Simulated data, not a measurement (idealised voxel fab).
The following process module bears the name voxel fin reveal.
It is cross-section cut that appears here, measuring 190 nm in width, its square cells being 5 nm in size.
Cross-section layout: square cells on a grid; listed as bands, top to bottom; a band spans one or more cell rows.
Read a band's entry like this: the first values are the height of its top and the height of its bottom in nm, and what follows is the sequence of materials from left to right, each with its width in nm. Note that "blank" is empty space, and that a single material marked "all across" reaches across the band from edge to edge.
It should be noted that heights are counted from 0, beneath which the wafer as supplied is of one material throughout, and that the lowest band possesses no lower boundary but continues downward, as written in "0..down".
Graded width ("30..40"): value in top row of band = first number; value in bottom row = second number; row-to-row change constant.
A step reported as "remained the same" is a step in which no cell of the cross-section changed.
Basically, "Enclosed void catalog" tells you about the enclosed voids: empty spaces with no open way to the top, 8 cells or bigger, each written width x height at distance, where distance is from the left edge, all in nm.
That trailing text on a step's line, after the settings, is the simulator's own remark on the step.
The setting "overlay nm" may be written on the line of a step. When the step uses a mask, the value reports how far to the right of the planned place the mask lay, and a negative value reports that it lay to the left.
**Steps in the process plan**
| 1 | RECEIVE: material Si |
| 2 | CONFORMAL_DEP: material SiN, thk nm 5 |
| 3 | MASKED_ETCH: tone cover, mask id FINS, width nm 15, pitch nm 40, etch materials SiN, depth nm 5, overlay nm 0 |
| 4 | MASKED_ETCH: tone cover, mask id FINS, width nm 15, pitch nm 40, etch materials Si, depth nm 35, overlay nm 0 |
| 5 | OXIDIZE: depth nm 5 |
| 6 | FILL_DEP: material SiO2, thk nm 15 |
| 7 | CMP: height nm 5 |
| 8 | SELECTIVE_ETCH: etch materials SiO2, depth nm 15 |
| 9 | STRIP: etch materials SiN |
**Incoming wafer, cross-sectional view, post step 1**
    0..down = Si all across
    Enclosed void catalog: none
**First of two wafers, end-of-module section, run followed plan**
    0..-10 = 30 nm blank / 5 nm Si / 35 nm blank / 5 nm Si / 35 nm blank / 5 nm Si / 35 nm blank / 5 nm Si / 35 nm blank
    -10..-40 = 30 nm SiO2 / 5 nm Si / 35 nm SiO2 / 5 nm Si / 35 nm SiO2 / 5 nm Si / 35 nm SiO2 / 5 nm Si / 35 nm SiO2
    -40..down = Si all across
    Enclosed void catalog: none
**End-of-module cross-section of the second wafer: identical starting point and process plan to the first, with one processing mistake**
    0..-10 = 25 nm blank / 15 nm Si / 25 nm blank / 15 nm Si / 25 nm blank / 15 nm Si / 25 nm blank / 15 nm Si / 30 nm blank
    -10..-40 = 25 nm SiO2 / 15 nm Si / 25 nm SiO2 / 15 nm Si / 25 nm SiO2 / 15 nm Si / 25 nm SiO2 / 15 nm Si / 30 nm SiO2
    -40..down = Si all across
    Enclosed void catalog: none
Where did the run depart from the plan? step 3 did not happen as planned, as run it was MASKED_ETCH: tone cover, mask id FINS, width nm 25, pitch nm 40, etch materials SiN, depth nm 5, overlay nm 0
It is noted that, at the conclusion of processing, the second wafer exhibits a higher or lower cell count for certain materials relative to the first: Si: 64 more, SiO2: 48 fewer
